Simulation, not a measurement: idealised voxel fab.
The following process module bears the name voxel released beams.
Cross-section cut spans 145 nm and uses square cells 5 nm in size.
Cross-section = grid of square cells, listed top down in bands; band = one or more rows.
Band: top height; bottom height; in nm. Then, left to right: material with width in nm, for each material. "all across": a single material spanning edge to edge. "blank": empty space.
We count height from 0. Below that, the starting wafer is all one material. The lowest band never ends at the bottom but goes on down; see "0 -> down" for how that is written.
The notation "30->40" denotes a width that varies across the rows of cells in the band, beginning at the first number in the top row, finishing at the second number in the bottom row, and changing by an identical amount from each row to the next.
"all unchanged" (step): cross-section cells unchanged, all of them.
"Closed-off voids" - sealed voids, min. 8 cells, no opening to top; format: width x height at distance (distance from left edge; nm throughout).
On a step's line, text after the settings is the simulator commenting on that step.
overlay nm, on a step with a mask: how far to the right of its planned place the mask lay; to the left if negative

[Steps in the process plan]
| 1 | RECEIVE, material Si |
| 2 | CONFORMAL_DEP, material Al2O3, thk nm 10 |
| 3 | DIRECTIONAL_DEP, material SiO2, thk nm 15 |
| 4 | DIRECTIONAL_DEP, material aC, thk nm 10 |
| 5 | PATTERN, tone open, mask id ANCHOR, material resist, width nm 45, thk nm 25, overlay nm 0 |
| 6 | DIRECTIONAL_ETCH, etch materials aC, depth nm 10 |
| 7 | STRIP, etch materials resist |
| 8 | DIRECTIONAL_ETCH, etch materials SiO2, depth nm 15 |
| 9 | STRIP, etch materials aC |
| 10 | CONFORMAL_DEP, material polySi, thk nm 15 |
| 11 | PATTERN, tone cover, mask id BEAM, material resist, width nm 110, thk nm 20, overlay nm 0 |
| 12 | DIRECTIONAL_ETCH, etch materials polySi, depth nm 15 |
| 13 | STRIP, etch materials resist |
| 14 | STRIP, etch materials SiO2 |

[Wafer cross-section on receipt, i.e. after step 1]
	0 -> down = Si all across
	Closed-off voids: none

[Module complete - cross-section of the first of two wafers, run according to plan]
	40 -> 25 = blank 15 nm | polySi 20 nm | blank 15 nm | polySi 75 nm | blank 20 nm
	25 -> 10 = blank 20 nm | polySi 45 nm | blank 80 nm
	10 -> 0 = Al2O3 all across
	0 -> down = Si all across
	Closed-off voids: none

[Same start, same plan as the first wafer - but one mistake in the run. Cross-section of the second of the two at the end of the module]
	35 -> 20 = blank 15 nm | polySi 20 nm | blank 15 nm | polySi 75 nm | blank 20 nm
	20 -> 5 = blank 20 nm | polySi 45 nm | blank 80 nm
	5 -> 0 = Al2O3 all across
	0 -> down = Si all across
	Closed-off voids: none
Deviation from plan: step 2 was not run as planned; what actually ran was CONFORMAL_DEP, material Al2O3, thk nm 5
The second wafer ends with more or fewer cells of some materials than the first, per final count: 29 fewer of Al2O3
